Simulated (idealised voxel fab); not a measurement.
process module | voxel air gaps
cross-section cut | 295 nm wide | cells 5 nm
A cross-section is a grid of square cells, given in bands from the top down. A band is one or more rows of cells.
Each band's line starts with the height of the band's top and of its bottom, in nm. Then come its materials from left to right, each with its width in nm. One material with "throughout" fills the band from edge to edge. "air" is empty space.
Height 0 is the level under which the wafer as received is all one material. The lowest band goes on downwards, as in "0 down".
A width such as "30 to 40" changes by the same amount from each row of cells to the next, from the band's top row to its bottom row.
"no change" after a step means that no cell of the cross-section changed.
closed voids: empty space of 8 cells or more with no open way to the top, each as width x height at its distance from the left edge, in nm
after a step's settings: what the simulator itself notes on the step
overlay nm, on a step with a mask: how far to the right of its planned place the mask lay; to the left if negative
plan
1 op RECEIVE | material Si
2 op CONFORMAL_DEP | material SiO2 | thk nm 15
3 op CONFORMAL_DEP | material SiCN | thk nm 5
4 op DIRECTIONAL_DEP | material SiO2 | thk nm 40
5 op DIRECTIONAL_DEP | material aC | thk nm 10
6 op PATTERN | tone open | mask id LINES | material resist | width nm 15 | pitch nm 45 | thk nm 30 | overlay nm 0
7 op DIRECTIONAL_ETCH | etch materials aC | depth nm 10
8 op STRIP | etch materials resist
9 op DIRECTIONAL_ETCH | etch materials SiO2 | depth nm 40
10 op STRIP | etch materials aC
11 op CONFORMAL_DEP | material TiN | thk nm 5
12 op FILL_DEP | material W | thk nm 5
13 op CMP | height nm 60
14 op EPI | material Ru | thk nm 10
15 op SELECTIVE_ETCH | etch materials SiO2 | depth nm 50
16 op CONFORMAL_DEP | material SiCN | thk nm 5
as received, after step 1
  0 down: Si throughout
  closed voids: none
first wafer at the end, as planned
  75 to 70: air 80 | SiCN 135 | air 80
  70 to 60: air 80 | SiCN 5 | Ru 35 | SiCN 10 | Ru 35 | SiCN 10 | Ru 35 | SiCN 5 | air 80
  60 to 55: air 80 | SiCN 15 | TiN 5 | W 5 | TiN 5 | SiCN 30 | TiN 5 | W 5 | TiN 5 | SiCN 30 | TiN 5 | W 5 | TiN 5 | SiCN 15 | air 80
  55 to 25: air 90 | SiCN 5 | TiN 5 | W 5 | TiN 5 | SiCN 5 | air 20 | SiCN 5 | TiN 5 | W 5 | TiN 5 | SiCN 5 | air 20 | SiCN 5 | TiN 5 | W 5 | TiN 5 | SiCN 5 | air 90
  25 to 20: SiCN 95 | TiN 15 | SiCN 30 | TiN 15 | SiCN 30 | TiN 15 | SiCN 95
  20 to 15: SiCN throughout
  15 to 0: SiO2 throughout
  0 down: Si throughout
  closed voids: 20 x 30 at 115; 20 x 30 at 160
second wafer at the end: like start, like plan, one mistake
  75 to 70: air 80 | SiCN 135 | air 80
  70 to 60: air 80 | SiCN 5 | Ru 35 | SiCN 10 | Ru 35 | SiCN 10 | Ru 35 | SiCN 5 | air 80
  60 to 55: air 80 | SiCN 15 | TiN 5 | aC 5 | TiN 5 | SiCN 30 | TiN 5 | aC 5 | TiN 5 | SiCN 30 | TiN 5 | aC 5 | TiN 5 | SiCN 15 | air 80
  55 to 25: air 90 | SiCN 5 | TiN 5 | aC 5 | TiN 5 | SiCN 5 | air 20 | SiCN 5 | TiN 5 | aC 5 | TiN 5 | SiCN 5 | air 20 | SiCN 5 | TiN 5 | aC 5 | TiN 5 | SiCN 5 | air 90
  25 to 20: SiCN 95 | TiN 15 | SiCN 30 | TiN 15 | SiCN 30 | TiN 15 | SiCN 95
  20 to 15: SiCN throughout
  15 to 0: SiO2 throughout
  0 down: Si throughout
  closed voids: 20 x 30 at 115; 20 x 30 at 160
what went wrong: step 12 ran as: op FILL_DEP | material aC | thk nm 5
at the end the second wafer has, in cells: 21 fewer of W | 21 more of aC
